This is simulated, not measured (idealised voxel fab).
process module | voxel self aligned contacts
cross-section cut | 260 nm wide | cells 5 nm
A cross-section is a grid of square cells, given in bands from the top down. A band is one or more rows of cells.
Each band's line starts with the height of the band's top and of its bottom, in nm. Then come its materials from left to right, each with its width in nm. One material with "throughout" fills the band from edge to edge. "air" is empty space.
Height 0 is the level under which the wafer as received is all one material. The lowest band goes on downwards, as in "0 down".
A width such as "30 to 40" changes by the same amount from each row of cells to the next, from the band's top row to its bottom row.
"no change" after a step means that no cell of the cross-section changed.
closed voids: empty space of 8 cells or more with no open way to the top, each as width x height at its distance from the left edge, in nm
after a step's settings: what the simulator itself notes on the step
overlay nm, on a step with a mask: how far to the right of its planned place the mask lay; to the left if negative
plan
1 op RECEIVE | material Si
2 op CONFORMAL_DEP | material SiO2 | thk nm 5
3 op DIRECTIONAL_DEP | material polySi | thk nm 30
4 op DIRECTIONAL_DEP | material SiN | thk nm 15
5 op MASKED_ETCH | tone cover | mask id GATE | width nm 25 | pitch nm 55 | etch materials SiN | depth nm 15 | overlay nm 0
6 op MASKED_ETCH | tone cover | mask id GATE | width nm 25 | pitch nm 55 | etch materials polySi | depth nm 30 | overlay nm 0
7 op CONFORMAL_DEP | material SiN | thk nm 5
8 op DIRECTIONAL_ETCH | etch materials SiN | depth nm 5
9 op FILL_DEP | material SiO2 | thk nm 20
10 op CMP | height nm 60
11 op PATTERN | tone open | mask id CONTACT | material resist | width nm 40 | thk nm 20 | overlay nm 0
12 op DIRECTIONAL_ETCH | etch materials SiO2 | depth nm 60
13 op STRIP | etch materials resist
14 op CONFORMAL_DEP | material TiN | thk nm 5
15 op FILL_DEP | material Ru | thk nm 5
16 op CMP | height nm 60
17 op CONFORMAL_DEP | material SiCN | thk nm 5
as received, after step 1
  0 down: Si throughout
  closed voids: none
first wafer at the end, as planned
  65 to 60: SiCN throughout
  60 to 50: SiO2 110 | TiN 5 to 15 | Ru 30 to 10 | TiN 5 to 15 | SiO2 110
  50 to 35: SiO2 85 | SiN 35 | TiN 5 | Ru 10 | TiN 5 | SiN 35 | SiO2 85
  35 to 5: SiO2 85 | SiN 5 | polySi 25 | SiN 5 | TiN 5 | Ru 10 | TiN 5 | SiN 5 | polySi 25 | SiN 5 | SiO2 85
  5 to 0: SiO2 120 | TiN 20 | SiO2 120
  0 down: Si throughout
  closed voids: none
second wafer at the end: like start, like plan, one mistake
  65 to 60: SiCN throughout
  60 to 55: SiO2 85 | SiN 35 | TiN 5 | Ru 10 | TiN 5 | SiN 35 | SiO2 85
  55 to 50: SiO2 85 | SiN 35 | TiN 20 | SiN 35 | SiO2 85
  50 to 35: SiN throughout
  35 to 5: polySi throughout
  5 to 0: SiO2 throughout
  0 down: Si throughout
  closed voids: none
what went wrong: step 4 was run twice
at the end the second wafer has, in cells: 24 fewer of Ru | 118 more of SiN | 322 fewer of SiO2 | 24 fewer of TiN | 252 more of polySi
